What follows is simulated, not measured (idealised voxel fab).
You're looking at the process module voxel released beams.
Square cells of 5 nm make up the cross-section cut, whose width is 270 nm.
In what follows, cross-sections appear as grids of square cells, described through bands that run from the top down, where every band is one or more rows of cells. Read a band's entry like this: the first values are the height of its top and the height of its bottom in nm, and what follows is the sequence of materials from left to right, each with its width in nm. Note that "blank" is empty space, and that a single material marked "edge to edge" reaches across the band from edge to edge. Below 0: as-received wafer, all one material; heights counted from there. Lowest band: no bottom, goes on down, written "z 0 and below". The notation "30->40" denotes a width that varies across the rows of cells in the band, beginning at the first number in the top row, finishing at the second number in the bottom row, and changing by an identical amount from each row to the next. Key: "nothing was modified" - step with no changed cell in the cross-section. "Closed voids list" specifies each empty space that is not open to the top and that occupies no fewer than 8 cells, using the form width x height at distance, the distance measured from the left edge and all three quantities in nm. Past the settings on a step's line: simulator remark, on that step. "overlay nm" answers the question of how far to the right of plan the mask lay on a step that has a mask, and when it is negative the answer is to the left.

The following list gives the planned process steps
1) RECEIVE (material Si)
2) CONFORMAL_DEP (material Al2O3; thk nm 5)
3) DIRECTIONAL_DEP (material SiO2; thk nm 15)
4) DIRECTIONAL_DEP (material aC; thk nm 10)
5) PATTERN (tone open; mask id ANCHOR; material resist; width nm 35; thk nm 30; overlay nm 0)
6) DIRECTIONAL_ETCH (etch materials aC; depth nm 10)
7) STRIP (etch materials resist)
8) DIRECTIONAL_ETCH (etch materials SiO2; depth nm 15)
9) STRIP (etch materials aC)
10) CONFORMAL_DEP (material SiN; thk nm 10)
11) DIRECTIONAL_DEP (material aC; thk nm 10)
12) PATTERN (tone cover; mask id BEAM; material resist; width nm 105; thk nm 25; overlay nm 0)
13) DIRECTIONAL_ETCH (etch materials aC; depth nm 10)
14) STRIP (etch materials resist)
15) DIRECTIONAL_ETCH (etch materials SiN; depth nm 10)
16) STRIP (etch materials aC)
17) STRIP (etch materials SiO2)

Here's what the wafer looked like in cross-section when it arrived - that's after step 1
- z 0 and below = Si edge to edge
- Closed voids list: none

The cross-section shown corresponds to the wafer at the conclusion of the module. The initial structure and the process plan are those presented above; however, one mistake occurred in executing the plan
- z 30 to 20 = blank (80)  SiN (20)  blank (10)  SiN (75)  blank (85)
- z 20 to 15 = blank (90)  SiN (10)  blank (10)  SiN (10)  blank (150)
- z 15 to 5 = blank (90)  SiN (30)  blank (150)
- z 5 to 0 = Al2O3 edge to edge
- z 0 and below = Si edge to edge
- Closed voids list: none
what went wrong: step 5, actual vs plan mismatch, actual run PATTERN (tone open; mask id ANCHOR; material resist; width nm 30; thk nm 30; overlay nm 0)
